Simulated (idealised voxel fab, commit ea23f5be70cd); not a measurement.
The following process module bears the name voxel trench capacitor.
Square cell edge 5 nm, section width 290 nm, ID cut.
The cross-sections in this document take the form of a grid made of square cells. They are written out as bands, in order from top to bottom. Each band consists of one or more rows of cells.
First you get the band's top height and its bottom height, in nm, and then the materials it's made of, left to right, with each width in nm. If you see a single material with "throughout", that one covers the band edge to edge. "blank" is empty space.
Heights are reckoned from 0. Under this level, the received wafer is all of one material. The bottommost band is open-ended downward, for example "top 0, no bottom".
A two-number width, for instance "30 to 40", indicates that the width is equal to the first number in the top row of the band and to the second number in the bottom row, and that it changes by a constant amount per row of cells.
A step reported as "all unchanged" is a step in which no cell of the cross-section changed.
Under "Cavities, closed" you'll find the enclosed gaps, the ones with no way out to the top, that are 8 cells or bigger; each reads width x height at distance, with distance counted from the left edge, everything in nm.
Heads up: the bit after the settings on a step's line is the simulator's remark on that step.
The setting "overlay nm" may be written on the line of a step. When the step uses a mask, the value reports how far to the right of the planned place the mask lay, and a negative value reports that it lay to the left.
Below you will find pairs of cross-sections. In each, one shows the wafer before one process step and the other after it, with the after view ending at the lowest band that changed. Under each pair is the step separating them, along with its settings. Do not assume the pairs form a chain: they can come from different runs of this module on the same starting wafer, and a pair continues from the pair above it only when its "Incoming profile" entry says so.
# Incoming profile
- top 0, no bottom | Si throughout
- Cavities, closed: none
# Cross-Section After Step
- top 10, bottom 0 | SiN throughout
- Rest of section, below 0: as before.
- Cavities, closed: none
Step applied between the pre-step and post-step cross-sections shown above: CONFORMAL_DEP: material SiN, thk nm 10
Incoming profile: no separate figure, the pair right above already shows it after its step.
# Cross-Section After Step
- top 25, bottom 10 | aC throughout
- Rest of section, below 10: as before.
- Cavities, closed: none
Step applied between the pre-step and post-step cross-sections shown above: DIRECTIONAL_DEP: material aC, thk nm 15
Incoming profile: no separate figure, the pair right above already shows it after its step.
# Cross-Section After Step
- top 55, bottom 25 | 55 of resist; 25 of blank; 25 of resist; 25 of blank; 25 of resist; 25 of blank; 25 of resist; 25 of blank; 60 of resist
- Rest of section, below 25: as before.
- Cavities, closed: none
Step applied between the pre-step and post-step cross-sections shown above: PATTERN: tone open, mask id TRENCH, material resist, width nm 25, pitch nm 50, thk nm 30, overlay nm 0
Incoming profile: no separate figure, the pair right above already shows it after its step.
# Cross-Section After Step
- top 40, bottom 25 | 55 of resist; 25 of blank; 25 of resist; 25 of blank; 25 of resist; 25 of blank; 25 of resist; 25 of blank; 60 of resist
- top 25, bottom 10 | 55 of aC; 25 of blank; 25 of aC; 25 of blank; 25 of aC; 25 of blank; 25 of aC; 25 of blank; 60 of aC
- Rest of section, below 10: as before.
- Cavities, closed: none
Step applied between the pre-step and post-step cross-sections shown above: DIRECTIONAL_ETCH: etch materials aC, depth nm 15
Incoming profile: no separate figure, the pair right above already shows it after its step.
# Cross-Section After Step
- top 25, bottom 10 | 55 of aC; 25 of blank; 25 of aC; 25 of blank; 25 of aC; 25 of blank; 25 of aC; 25 of blank; 60 of aC
- Rest of section, below 10: as before.
- Cavities, closed: none
Step applied between the pre-step and post-step cross-sections shown above: STRIP: etch materials resist
Incoming profile: no separate figure, the pair right above already shows it after its step.
# Cross-Section After Step
- top 25, bottom 10 | 55 of aC; 25 of blank; 25 of aC; 25 of blank; 25 of aC; 25 of blank; 25 of aC; 25 of blank; 60 of aC
- top 10, bottom 0 | 55 of SiN; 25 of blank; 25 of SiN; 25 of blank; 25 of SiN; 25 of blank; 25 of SiN; 25 of blank; 60 of SiN
- Rest of section, below 0: as before.
- Cavities, closed: none
Step applied between the pre-step and post-step cross-sections shown above: DIRECTIONAL_ETCH: etch materials SiN, depth nm 10
Incoming profile: no separate figure, the pair right above already shows it after its step.
# Cross-Section After Step
- top 25, bottom 10 | 55 of aC; 25 of blank; 25 of aC; 25 of blank; 25 of aC; 25 of blank; 25 of aC; 25 of blank; 60 of aC
- top 10, bottom 0 | 55 of SiN; 25 of blank; 25 of SiN; 25 of blank; 25 of SiN; 25 of blank; 25 of SiN; 25 of blank; 60 of SiN
- top 0, bottom -40 | 55 of Si; 25 of blank; 25 of Si; 25 of blank; 25 of Si; 25 of blank; 25 of Si; 25 of blank; 60 of Si
- Rest of section, below -40: as before.
- Cavities, closed: none
Step applied between the pre-step and post-step cross-sections shown above: DIRECTIONAL_ETCH: etch materials Si, depth nm 40
Incoming profile: no separate figure, the pair right above already shows it after its step.
# Cross-Section After Step
- top 10, bottom 0 | 55 of SiN; 25 of blank; 25 of SiN; 25 of blank; 25 of SiN; 25 of blank; 25 of SiN; 25 of blank; 60 of SiN
- Rest of section, below 0: as before.
- Cavities, closed: none
Step applied between the pre-step and post-step cross-sections shown above: STRIP: etch materials aC
Incoming profile: no separate figure, the pair right above already shows it after its step.
# Cross-Section After Step
- top 15, bottom 10 | 60 of HfO2; 15 of blank; 35 of HfO2; 15 of blank; 35 of HfO2; 15 of blank; 35 of HfO2; 15 of blank; 65 of HfO2
- top 10, bottom 0 | 55 of SiN; 5 of HfO2; 15 of blank; 5 of HfO2; 25 of SiN; 5 of HfO2; 15 of blank; 5 of HfO2; 25 of SiN; 5 of HfO2; 15 of blank; 5 of HfO2; 25 of SiN; 5 of HfO2; 15 of blank; 5 of HfO2; 60 of SiN
- top 0, bottom -35 | 55 of Si; 5 of HfO2; 15 of blank; 5 of HfO2; 25 of Si; 5 of HfO2; 15 of blank; 5 of HfO2; 25 of Si; 5 of HfO2; 15 of blank; 5 of HfO2; 25 of Si; 5 of HfO2; 15 of blank; 5 of HfO2; 60 of Si
- top -35, bottom -40 | 55 of Si; 25 of HfO2; 25 of Si; 25 of HfO2; 25 of Si; 25 of HfO2; 25 of Si; 25 of HfO2; 60 of Si
- Rest of section, below -40: as before.
- Cavities, closed: none
Step applied between the pre-step and post-step cross-sections shown above: CONFORMAL_DEP: material HfO2, thk nm 5
Incoming profile: no separate figure, the pair right above already shows it after its step.
# Cross-Section After Step
- top 20, bottom 15 | 65 of TiN; 5 of blank; 45 of TiN; 5 of blank; 45 of TiN; 5 of blank; 45 of TiN; 5 of blank; 70 of TiN
- top 15, bottom 10 | 60 of HfO2; 5 of TiN; 5 of blank; 5 of TiN; 35 of HfO2; 5 of TiN; 5 of blank; 5 of TiN; 35 of HfO2; 5 of TiN; 5 of blank; 5 of TiN; 35 of HfO2; 5 of TiN; 5 of blank; 5 of TiN; 65 of HfO2
- top 10, bottom 0 | 55 of SiN; 5 of HfO2; 5 of TiN; 5 of blank; 5 of TiN; 5 of HfO2; 25 of SiN; 5 of HfO2; 5 of TiN; 5 of blank; 5 of TiN; 5 of HfO2; 25 of SiN; 5 of HfO2; 5 of TiN; 5 of blank; 5 of TiN; 5 of HfO2; 25 of SiN; 5 of HfO2; 5 of TiN; 5 of blank; 5 of TiN; 5 of HfO2; 60 of SiN
- top 0, bottom -30 | 55 of Si; 5 of HfO2; 5 of TiN; 5 of blank; 5 of TiN; 5 of HfO2; 25 of Si; 5 of HfO2; 5 of TiN; 5 of blank; 5 of TiN; 5 of HfO2; 25 of Si; 5 of HfO2; 5 of TiN; 5 of blank; 5 of TiN; 5 of HfO2; 25 of Si; 5 of HfO2; 5 of TiN; 5 of blank; 5 of TiN; 5 of HfO2; 60 of Si
- top -30, bottom -35 | 55 of Si; 5 of HfO2; 15 of TiN; 5 of HfO2; 25 of Si; 5 of HfO2; 15 of TiN; 5 of HfO2; 25 of Si; 5 of HfO2; 15 of TiN; 5 of HfO2; 25 of Si; 5 of HfO2; 15 of TiN; 5 of HfO2; 60 of Si
- Rest of section, below -35: as before.
- Cavities, closed: none
Step applied between the pre-step and post-step cross-sections shown above: CONFORMAL_DEP: material TiN, thk nm 5
Incoming profile: no separate figure, the pair right above already shows it after its step.
# Cross-Section After Step
- top 25, bottom 20 | W throughout
- top 20, bottom 15 | 65 of TiN; 5 of W; 45 of TiN; 5 of W; 45 of TiN; 5 of W; 45 of TiN; 5 of W; 70 of TiN
- top 15, bottom 10 | 60 of HfO2; 5 of TiN; 5 of W; 5 of TiN; 35 of HfO2; 5 of TiN; 5 of W; 5 of TiN; 35 of HfO2; 5 of TiN; 5 of W; 5 of TiN; 35 of HfO2; 5 of TiN; 5 of W; 5 of TiN; 65 of HfO2
- top 10, bottom 0 | 55 of SiN; 5 of HfO2; 5 of TiN; 5 of W; 5 of TiN; 5 of HfO2; 25 of SiN; 5 of HfO2; 5 of TiN; 5 of W; 5 of TiN; 5 of HfO2; 25 of SiN; 5 of HfO2; 5 of TiN; 5 of W; 5 of TiN; 5 of HfO2; 25 of SiN; 5 of HfO2; 5 of TiN; 5 of W; 5 of TiN; 5 of HfO2; 60 of SiN
- top 0, bottom -30 | 55 of Si; 5 of HfO2; 5 of TiN; 5 of W; 5 of TiN; 5 of HfO2; 25 of Si; 5 of HfO2; 5 of TiN; 5 of W; 5 of TiN; 5 of HfO2; 25 of Si; 5 of HfO2; 5 of TiN; 5 of W; 5 of TiN; 5 of HfO2; 25 of Si; 5 of HfO2; 5 of TiN; 5 of W; 5 of TiN; 5 of HfO2; 60 of Si
- Rest of section, below -30: as before.
- Cavities, closed: none
Step applied between the pre-step and post-step cross-sections shown above: FILL_DEP: material W, thk nm 5
Incoming profile: no separate figure, the pair right above already shows it after its step.
# Cross-Section After Step
- top 10, bottom 0 | 55 of SiN; 5 of HfO2; 5 of TiN; 5 of W; 5 of TiN; 5 of HfO2; 25 of SiN; 5 of HfO2; 5 of TiN; 5 of W; 5 of TiN; 5 of HfO2; 25 of SiN; 5 of HfO2; 5 of TiN; 5 of W; 5 of TiN; 5 of HfO2; 25 of SiN; 5 of HfO2; 5 of TiN; 5 of W; 5 of TiN; 5 of HfO2; 60 of SiN
- Rest of section, below 0: as before.
- Cavities, closed: none
Step applied between the pre-step and post-step cross-sections shown above: CMP: height nm 10
# Incoming profile
- top 10, bottom 0 | 55 of SiN; 25 of blank; 25 of SiN; 25 of blank; 25 of SiN; 25 of blank; 25 of SiN; 25 of blank; 60 of SiN
- top 0, bottom -40 | 55 of Si; 25 of blank; 25 of Si; 25 of blank; 25 of Si; 25 of blank; 25 of Si; 25 of blank; 60 of Si
- top -40, no bottom | Si throughout
- Cavities, closed: none
# Cross-Section After Step
- top 15, bottom 10 | 60 of TiN; 15 of blank; 35 of TiN; 15 of blank; 35 of TiN; 15 of blank; 35 of TiN; 15 of blank; 65 of TiN
- top 10, bottom 0 | 55 of SiN; 5 of TiN; 15 of blank; 5 of TiN; 25 of SiN; 5 of TiN; 15 of blank; 5 of TiN; 25 of SiN; 5 of TiN; 15 of blank; 5 of TiN; 25 of SiN; 5 of TiN; 15 of blank; 5 of TiN; 60 of SiN
- top 0, bottom -35 | 55 of Si; 5 of TiN; 15 of blank; 5 of TiN; 25 of Si; 5 of TiN; 15 of blank; 5 of TiN; 25 of Si; 5 of TiN; 15 of blank; 5 of TiN; 25 of Si; 5 of TiN; 15 of blank; 5 of TiN; 60 of Si
- top -35, bottom -40 | 55 of Si; 25 of TiN; 25 of Si; 25 of TiN; 25 of Si; 25 of TiN; 25 of Si; 25 of TiN; 60 of Si
- Rest of section, below -40: as before.
- Cavities, closed: none
Step applied between the pre-step and post-step cross-sections shown above: CONFORMAL_DEP: material TiN, thk nm 5
Incoming profile: no separate figure, the pair right above already shows it after its step.
# Cross-Section After Step
- top 20, bottom 15 | 65 of HfO2; 5 of blank; 45 of HfO2; 5 of blank; 45 of HfO2; 5 of blank; 45 of HfO2; 5 of blank; 70 of HfO2
- top 15, bottom 10 | 60 of TiN; 5 of HfO2; 5 of blank; 5 of HfO2; 35 of TiN; 5 of HfO2; 5 of blank; 5 of HfO2; 35 of TiN; 5 of HfO2; 5 of blank; 5 of HfO2; 35 of TiN; 5 of HfO2; 5 of blank; 5 of HfO2; 65 of TiN
- top 10, bottom 0 | 55 of SiN; 5 of TiN; 5 of HfO2; 5 of blank; 5 of HfO2; 5 of TiN; 25 of SiN; 5 of TiN; 5 of HfO2; 5 of blank; 5 of HfO2; 5 of TiN; 25 of SiN; 5 of TiN; 5 of HfO2; 5 of blank; 5 of HfO2; 5 of TiN; 25 of SiN; 5 of TiN; 5 of HfO2; 5 of blank; 5 of HfO2; 5 of TiN; 60 of SiN
- top 0, bottom -30 | 55 of Si; 5 of TiN; 5 of HfO2; 5 of blank; 5 of HfO2; 5 of TiN; 25 of Si; 5 of TiN; 5 of HfO2; 5 of blank; 5 of HfO2; 5 of TiN; 25 of Si; 5 of TiN; 5 of HfO2; 5 of blank; 5 of HfO2; 5 of TiN; 25 of Si; 5 of TiN; 5 of HfO2; 5 of blank; 5 of HfO2; 5 of TiN; 60 of Si
- top -30, bottom -35 | 55 of Si; 5 of TiN; 15 of HfO2; 5 of TiN; 25 of Si; 5 of TiN; 15 of HfO2; 5 of TiN; 25 of Si; 5 of TiN; 15 of HfO2; 5 of TiN; 25 of Si; 5 of TiN; 15 of HfO2; 5 of TiN; 60 of Si
- Rest of section, below -35: as before.
- Cavities, closed: none
Step applied between the pre-step and post-step cross-sections shown above: CONFORMAL_DEP: material HfO2, thk nm 5
Incoming profile: no separate figure, the pair right above already shows it after its step.
# Cross-Section After Step
- top 25, bottom 20 | W throughout
- top 20, bottom 15 | 65 of HfO2; 5 of W; 45 of HfO2; 5 of W; 45 of HfO2; 5 of W; 45 of HfO2; 5 of W; 70 of HfO2
- top 15, bottom 10 | 60 of TiN; 5 of HfO2; 5 of W; 5 of HfO2; 35 of TiN; 5 of HfO2; 5 of W; 5 of HfO2; 35 of TiN; 5 of HfO2; 5 of W; 5 of HfO2; 35 of TiN; 5 of HfO2; 5 of W; 5 of HfO2; 65 of TiN
- top 10, bottom 0 | 55 of SiN; 5 of TiN; 5 of HfO2; 5 of W; 5 of HfO2; 5 of TiN; 25 of SiN; 5 of TiN; 5 of HfO2; 5 of W; 5 of HfO2; 5 of TiN; 25 of SiN; 5 of TiN; 5 of HfO2; 5 of W; 5 of HfO2; 5 of TiN; 25 of SiN; 5 of TiN; 5 of HfO2; 5 of W; 5 of HfO2; 5 of TiN; 60 of SiN
- top 0, bottom -30 | 55 of Si; 5 of TiN; 5 of HfO2; 5 of W; 5 of HfO2; 5 of TiN; 25 of Si; 5 of TiN; 5 of HfO2; 5 of W; 5 of HfO2; 5 of TiN; 25 of Si; 5 of TiN; 5 of HfO2; 5 of W; 5 of HfO2; 5 of TiN; 25 of Si; 5 of TiN; 5 of HfO2; 5 of W; 5 of HfO2; 5 of TiN; 60 of Si
- Rest of section, below -30: as before.
- Cavities, closed: none
Step applied between the pre-step and post-step cross-sections shown above: FILL_DEP: material W, thk nm 5
Incoming profile: no separate figure, the pair right above already shows it after its step.
# Cross-Section After Step
- top 10, bottom 0 | 55 of SiN; 5 of TiN; 5 of HfO2; 5 of W; 5 of HfO2; 5 of TiN; 25 of SiN; 5 of TiN; 5 of HfO2; 5 of W; 5 of HfO2; 5 of TiN; 25 of SiN; 5 of TiN; 5 of HfO2; 5 of W; 5 of HfO2; 5 of TiN; 25 of SiN; 5 of TiN; 5 of HfO2; 5 of W; 5 of HfO2; 5 of TiN; 60 of SiN
- Rest of section, below 0: as before.
- Cavities, closed: none
Step applied between the pre-step and post-step cross-sections shown above: CMP: height nm 10
# Incoming profile
- top 0, no bottom | Si throughout
- Cavities, closed: none
# Cross-Section After Step
- top 5, bottom 0 | SiN throughout
- Rest of section, below 0: as before.
- Cavities, closed: none
Step applied between the pre-step and post-step cross-sections shown above: CONFORMAL_DEP: material SiN, thk nm 5
Incoming profile: no separate figure, the pair right above already shows it after its step.
# Cross-Section After Step
- top 20, bottom 5 | aC throughout
- Rest of section, below 5: as before.
- Cavities, closed: none
Step applied between the pre-step and post-step cross-sections shown above: DIRECTIONAL_DEP: material aC, thk nm 15
Incoming profile: no separate figure, the pair right above already shows it after its step.
# Cross-Section After Step
- top 50, bottom 20 | 55 of resist; 25 of blank; 25 of resist; 25 of blank; 25 of resist; 25 of blank; 25 of resist; 25 of blank; 60 of resist
- Rest of section, below 20: as before.
- Cavities, closed: none
Step applied between the pre-step and post-step cross-sections shown above: PATTERN: tone open, mask id TRENCH, material resist, width nm 25, pitch nm 50, thk nm 30, overlay nm 0
Incoming profile: no separate figure, the pair right above already shows it after its step.
# Cross-Section After Step
- top 35, bottom 20 | 55 of resist; 25 of blank; 25 of resist; 25 of blank; 25 of resist; 25 of blank; 25 of resist; 25 of blank; 60 of resist
- top 20, bottom 5 | 55 of aC; 25 of blank; 25 of aC; 25 of blank; 25 of aC; 25 of blank; 25 of aC; 25 of blank; 60 of aC
- Rest of section, below 5: as before.
- Cavities, closed: none
Step applied between the pre-step and post-step cross-sections shown above: DIRECTIONAL_ETCH: etch materials aC, depth nm 15
Incoming profile: no separate figure, the pair right above already shows it after its step.
# Cross-Section After Step
- top 20, bottom 5 | 55 of aC; 25 of blank; 25 of aC; 25 of blank; 25 of aC; 25 of blank; 25 of aC; 25 of blank; 60 of aC
- Rest of section, below 5: as before.
- Cavities, closed: none
Step applied between the pre-step and post-step cross-sections shown above: STRIP: etch materials resist
Incoming profile: no separate figure, the pair right above already shows it after its step.
# Cross-Section After Step
- top 20, bottom 5 | 55 of aC; 25 of blank; 25 of aC; 25 of blank; 25 of aC; 25 of blank; 25 of aC; 25 of blank; 60 of aC
- top 5, bottom 0 | 55 of SiN; 25 of blank; 25 of SiN; 25 of blank; 25 of SiN; 25 of blank; 25 of SiN; 25 of blank; 60 of SiN
- Rest of section, below 0: as before.
- Cavities, closed: none
Step applied between the pre-step and post-step cross-sections shown above: DIRECTIONAL_ETCH: etch materials SiN, depth nm 10
Incoming profile: no separate figure, the pair right above already shows it after its step.
# Cross-Section After Step
- top 20, bottom 5 | 55 of aC; 25 of blank; 25 of aC; 25 of blank; 25 of aC; 25 of blank; 25 of aC; 25 of blank; 60 of aC
- top 5, bottom 0 | 55 of SiN; 25 of blank; 25 of SiN; 25 of blank; 25 of SiN; 25 of blank; 25 of SiN; 25 of blank; 60 of SiN
- top 0, bottom -40 | 55 of Si; 25 of blank; 25 of Si; 25 of blank; 25 of Si; 25 of blank; 25 of Si; 25 of blank; 60 of Si
- Rest of section, below -40: as before.
- Cavities, closed: none
Step applied between the pre-step and post-step cross-sections shown above: DIRECTIONAL_ETCH: etch materials Si, depth nm 40
Incoming profile: no separate figure, the pair right above already shows it after its step.
# Cross-Section After Step
- top 5, bottom 0 | 55 of SiN; 25 of blank; 25 of SiN; 25 of blank; 25 of SiN; 25 of blank; 25 of SiN; 25 of blank; 60 of SiN
- Rest of section, below 0: as before.
- Cavities, closed: none
Step applied between the pre-step and post-step cross-sections shown above: STRIP: etch materials aC
Incoming profile: no separate figure, the pair right above already shows it after its step.
# Cross-Section After Step
- top 10, bottom 5 | 60 of HfO2; 15 of blank; 35 of HfO2; 15 of blank; 35 of HfO2; 15 of blank; 35 of HfO2; 15 of blank; 65 of HfO2
- top 5, bottom 0 | 55 of SiN; 5 of HfO2; 15 of blank; 5 of HfO2; 25 of SiN; 5 of HfO2; 15 of blank; 5 of HfO2; 25 of SiN; 5 of HfO2; 15 of blank; 5 of HfO2; 25 of SiN; 5 of HfO2; 15 of blank; 5 of HfO2; 60 of SiN
- top 0, bottom -35 | 55 of Si; 5 of HfO2; 15 of blank; 5 of HfO2; 25 of Si; 5 of HfO2; 15 of blank; 5 of HfO2; 25 of Si; 5 of HfO2; 15 of blank; 5 of HfO2; 25 of Si; 5 of HfO2; 15 of blank; 5 of HfO2; 60 of Si
- top -35, bottom -40 | 55 of Si; 25 of HfO2; 25 of Si; 25 of HfO2; 25 of Si; 25 of HfO2; 25 of Si; 25 of HfO2; 60 of Si
- Rest of section, below -40: as before.
- Cavities, closed: none
Step applied between the pre-step and post-step cross-sections shown above: CONFORMAL_DEP: material HfO2, thk nm 5
Incoming profile: no separate figure, the pair right above already shows it after its step.
# Cross-Section After Step
- top 15, bottom 10 | 65 of TiN; 5 of blank; 45 of TiN; 5 of blank; 45 of TiN; 5 of blank; 45 of TiN; 5 of blank; 70 of TiN
- top 10, bottom 5 | 60 of HfO2; 5 of TiN; 5 of blank; 5 of TiN; 35 of HfO2; 5 of TiN; 5 of blank; 5 of TiN; 35 of HfO2; 5 of TiN; 5 of blank; 5 of TiN; 35 of HfO2; 5 of TiN; 5 of blank; 5 of TiN; 65 of HfO2
- top 5, bottom 0 | 55 of SiN; 5 of HfO2; 5 of TiN; 5 of blank; 5 of TiN; 5 of HfO2; 25 of SiN; 5 of HfO2; 5 of TiN; 5 of blank; 5 of TiN; 5 of HfO2; 25 of SiN; 5 of HfO2; 5 of TiN; 5 of blank; 5 of TiN; 5 of HfO2; 25 of SiN; 5 of HfO2; 5 of TiN; 5 of blank; 5 of TiN; 5 of HfO2; 60 of SiN
- top 0, bottom -30 | 55 of Si; 5 of HfO2; 5 of TiN; 5 of blank; 5 of TiN; 5 of HfO2; 25 of Si; 5 of HfO2; 5 of TiN; 5 of blank; 5 of TiN; 5 of HfO2; 25 of Si; 5 of HfO2; 5 of TiN; 5 of blank; 5 of TiN; 5 of HfO2; 25 of Si; 5 of HfO2; 5 of TiN; 5 of blank; 5 of TiN; 5 of HfO2; 60 of Si
- top -30, bottom -35 | 55 of Si; 5 of HfO2; 15 of TiN; 5 of HfO2; 25 of Si; 5 of HfO2; 15 of TiN; 5 of HfO2; 25 of Si; 5 of HfO2; 15 of TiN; 5 of HfO2; 25 of Si; 5 of HfO2; 15 of TiN; 5 of HfO2; 60 of Si
- Rest of section, below -35: as before.
- Cavities, closed: none
Step applied between the pre-step and post-step cross-sections shown above: CONFORMAL_DEP: material TiN, thk nm 5
Incoming profile: no separate figure, the pair right above already shows it after its step.
# Cross-Section After Step
- top 20, bottom 15 | W throughout
- top 15, bottom 10 | 65 of TiN; 5 of W; 45 of TiN; 5 of W; 45 of TiN; 5 of W; 45 of TiN; 5 of W; 70 of TiN
- top 10, bottom 5 | 60 of HfO2; 5 of TiN; 5 of W; 5 of TiN; 35 of HfO2; 5 of TiN; 5 of W; 5 of TiN; 35 of HfO2; 5 of TiN; 5 of W; 5 of TiN; 35 of HfO2; 5 of TiN; 5 of W; 5 of TiN; 65 of HfO2
- top 5, bottom 0 | 55 of SiN; 5 of HfO2; 5 of TiN; 5 of W; 5 of TiN; 5 of HfO2; 25 of SiN; 5 of HfO2; 5 of TiN; 5 of W; 5 of TiN; 5 of HfO2; 25 of SiN; 5 of HfO2; 5 of TiN; 5 of W; 5 of TiN; 5 of HfO2; 25 of SiN; 5 of HfO2; 5 of TiN; 5 of W; 5 of TiN; 5 of HfO2; 60 of SiN
- top 0, bottom -30 | 55 of Si; 5 of HfO2; 5 of TiN; 5 of W; 5 of TiN; 5 of HfO2; 25 of Si; 5 of HfO2; 5 of TiN; 5 of W; 5 of TiN; 5 of HfO2; 25 of Si; 5 of HfO2; 5 of TiN; 5 of W; 5 of TiN; 5 of HfO2; 25 of Si; 5 of HfO2; 5 of TiN; 5 of W; 5 of TiN; 5 of HfO2; 60 of Si
- Rest of section, below -30: as before.
- Cavities, closed: none
Step applied between the pre-step and post-step cross-sections shown above: FILL_DEP: material W, thk nm 5
Incoming profile: no separate figure, the pair right above already shows it after its step.
# Cross-Section After Step
- top 10, bottom 5 | 60 of HfO2; 5 of TiN; 5 of W; 5 of TiN; 35 of HfO2; 5 of TiN; 5 of W; 5 of TiN; 35 of HfO2; 5 of TiN; 5 of W; 5 of TiN; 35 of HfO2; 5 of TiN; 5 of W; 5 of TiN; 65 of HfO2
- Rest of section, below 5: as before.
- Cavities, closed: none
Step applied between the pre-step and post-step cross-sections shown above: CMP: height nm 10
# Incoming profile
- top 25, bottom 10 | aC throughout
- top 10, bottom 0 | SiN throughout
- top 0, no bottom | Si throughout
- Cavities, closed: none
# Cross-Section After Step
- top 55, bottom 25 | 60 of resist; 20 of blank; 30 of resist; 20 of blank; 30 of resist; 20 of blank; 30 of resist; 20 of blank; 60 of resist
- Rest of section, below 25: as before.
- Cavities, closed: none
Step applied between the pre-step and post-step cross-sections shown above: PATTERN: tone open, mask id TRENCH, material resist, width nm 20, pitch nm 50, thk nm 30, overlay nm 0
Incoming profile: no separate figure, the pair right above already shows it after its step.
# Cross-Section After Step
- top 40, bottom 25 | 60 of resist; 20 of blank; 30 of resist; 20 of blank; 30 of resist; 20 of blank; 30 of resist; 20 of blank; 60 of resist
- top 25, bottom 10 | 60 of aC; 20 of blank; 30 of aC; 20 of blank; 30 of aC; 20 of blank; 30 of aC; 20 of blank; 60 of aC
- Rest of section, below 10: as before.
- Cavities, closed: none
Step applied between the pre-step and post-step cross-sections shown above: DIRECTIONAL_ETCH: etch materials aC, depth nm 15
Incoming profile: no separate figure, the pair right above already shows it after its step.
# Cross-Section After Step
- top 25, bottom 10 | 60 of aC; 20 of blank; 30 of aC; 20 of blank; 30 of aC; 20 of blank; 30 of aC; 20 of blank; 60 of aC
- Rest of section, below 10: as before.
- Cavities, closed: none
Step applied between the pre-step and post-step cross-sections shown above: STRIP: etch materials resist
Incoming profile: no separate figure, the pair right above already shows it after its step.
# Cross-Section After Step
- top 25, bottom 10 | 60 of aC; 20 of blank; 30 of aC; 20 of blank; 30 of aC; 20 of blank; 30 of aC; 20 of blank; 60 of aC
- top 10, bottom 0 | 60 of SiN; 20 of blank; 30 of SiN; 20 of blank; 30 of SiN; 20 of blank; 30 of SiN; 20 of blank; 60 of SiN
- Rest of section, below 0: as before.
- Cavities, closed: none
Step applied between the pre-step and post-step cross-sections shown above: DIRECTIONAL_ETCH: etch materials SiN, depth nm 10
Incoming profile: no separate figure, the pair right above already shows it after its step.
# Cross-Section After Step
- top 25, bottom 10 | 60 of aC; 20 of blank; 30 of aC; 20 of blank; 30 of aC; 20 of blank; 30 of aC; 20 of blank; 60 of aC
- top 10, bottom 0 | 60 of SiN; 20 of blank; 30 of SiN; 20 of blank; 30 of SiN; 20 of blank; 30 of SiN; 20 of blank; 60 of SiN
- top 0, bottom -40 | 60 of Si; 20 of blank; 30 of Si; 20 of blank; 30 of Si; 20 of blank; 30 of Si; 20 of blank; 60 of Si
- Rest of section, below -40: as before.
- Cavities, closed: none
Step applied between the pre-step and post-step cross-sections shown above: DIRECTIONAL_ETCH: etch materials Si, depth nm 40
Incoming profile: no separate figure, the pair right above already shows it after its step.
# Cross-Section After Step
- top 10, bottom 0 | 60 of SiN; 20 of blank; 30 of SiN; 20 of blank; 30 of SiN; 20 of blank; 30 of SiN; 20 of blank; 60 of SiN
- Rest of section, below 0: as before.
- Cavities, closed: none
Step applied between the pre-step and post-step cross-sections shown above: STRIP: etch materials aC
Incoming profile: no separate figure, the pair right above already shows it after its step.
# Cross-Section After Step
- top 15, bottom 10 | 65 of HfO2; 10 of blank; 40 of HfO2; 10 of blank; 40 of HfO2; 10 of blank; 40 of HfO2; 10 of blank; 65 of HfO2
- top 10, bottom 0 | 60 of SiN; 5 of HfO2; 10 of blank; 5 of HfO2; 30 of SiN; 5 of HfO2; 10 of blank; 5 of HfO2; 30 of SiN; 5 of HfO2; 10 of blank; 5 of HfO2; 30 of SiN; 5 of HfO2; 10 of blank; 5 of HfO2; 60 of SiN
- top 0, bottom -35 | 60 of Si; 5 of HfO2; 10 of blank; 5 of HfO2; 30 of Si; 5 of HfO2; 10 of blank; 5 of HfO2; 30 of Si; 5 of HfO2; 10 of blank; 5 of HfO2; 30 of Si; 5 of HfO2; 10 of blank; 5 of HfO2; 60 of Si
- top -35, bottom -40 | 60 of Si; 20 of HfO2; 30 of Si; 20 of HfO2; 30 of Si; 20 of HfO2; 30 of Si; 20 of HfO2; 60 of Si
- Rest of section, below -40: as before.
- Cavities, closed: none
Step applied between the pre-step and post-step cross-sections shown above: CONFORMAL_DEP: material HfO2, thk nm 5
Incoming profile: no separate figure, the pair right above already shows it after its step.
# Cross-Section After Step
- top 20, bottom 15 | TiN throughout
- top 15, bottom 10 | 65 of HfO2; 10 of TiN; 40 of HfO2; 10 of TiN; 40 of HfO2; 10 of TiN; 40 of HfO2; 10 of TiN; 65 of HfO2
- top 10, bottom 0 | 60 of SiN; 5 of HfO2; 10 of TiN; 5 of HfO2; 30 of SiN; 5 of HfO2; 10 of TiN; 5 of HfO2; 30 of SiN; 5 of HfO2; 10 of TiN; 5 of HfO2; 30 of SiN; 5 of HfO2; 10 of TiN; 5 of HfO2; 60 of SiN
- top 0, bottom -35 | 60 of Si; 5 of HfO2; 10 of TiN; 5 of HfO2; 30 of Si; 5 of HfO2; 10 of TiN; 5 of HfO2; 30 of Si; 5 of HfO2; 10 of TiN; 5 of HfO2; 30 of Si; 5 of HfO2; 10 of TiN; 5 of HfO2; 60 of Si
- Rest of section, below -35: as before.
- Cavities, closed: none
Step applied between the pre-step and post-step cross-sections shown above: CONFORMAL_DEP: material TiN, thk nm 5
Incoming profile: no separate figure, the pair right above already shows it after its step.
# Cross-Section After Step
- top 25, bottom 20 | W throughout
- Rest of section, below 20: as before.
- Cavities, closed: none
Step applied between the pre-step and post-step cross-sections shown above: FILL_DEP: material W, thk nm 5
Incoming profile: no separate figure, the pair right above already shows it after its step.
# Cross-Section After Step
- top 10, bottom 0 | 60 of SiN; 5 of HfO2; 10 of TiN; 5 of HfO2; 30 of SiN; 5 of HfO2; 10 of TiN; 5 of HfO2; 30 of SiN; 5 of HfO2; 10 of TiN; 5 of HfO2; 30 of SiN; 5 of HfO2; 10 of TiN; 5 of HfO2; 60 of SiN
- Rest of section, below 0: as before.
- Cavities, closed: none
Step applied between the pre-step and post-step cross-sections shown above: CMP: height nm 10
# Incoming profile
- top 25, bottom 10 | aC throughout
- top 10, bottom 0 | SiN throughout
- top 0, no bottom | Si throughout
- Cavities, closed: none
# Cross-Section After Step
- top 55, bottom 25 | 65 of resist; 25 of blank; 25 of resist; 25 of blank; 25 of resist; 25 of blank; 25 of resist; 25 of blank; 50 of resist
- Rest of section, below 25: as before.
- Cavities, closed: none
Step applied between the pre-step and post-step cross-sections shown above: PATTERN: tone open, mask id TRENCH, material resist, width nm 25, pitch nm 50, thk nm 30, overlay nm 10
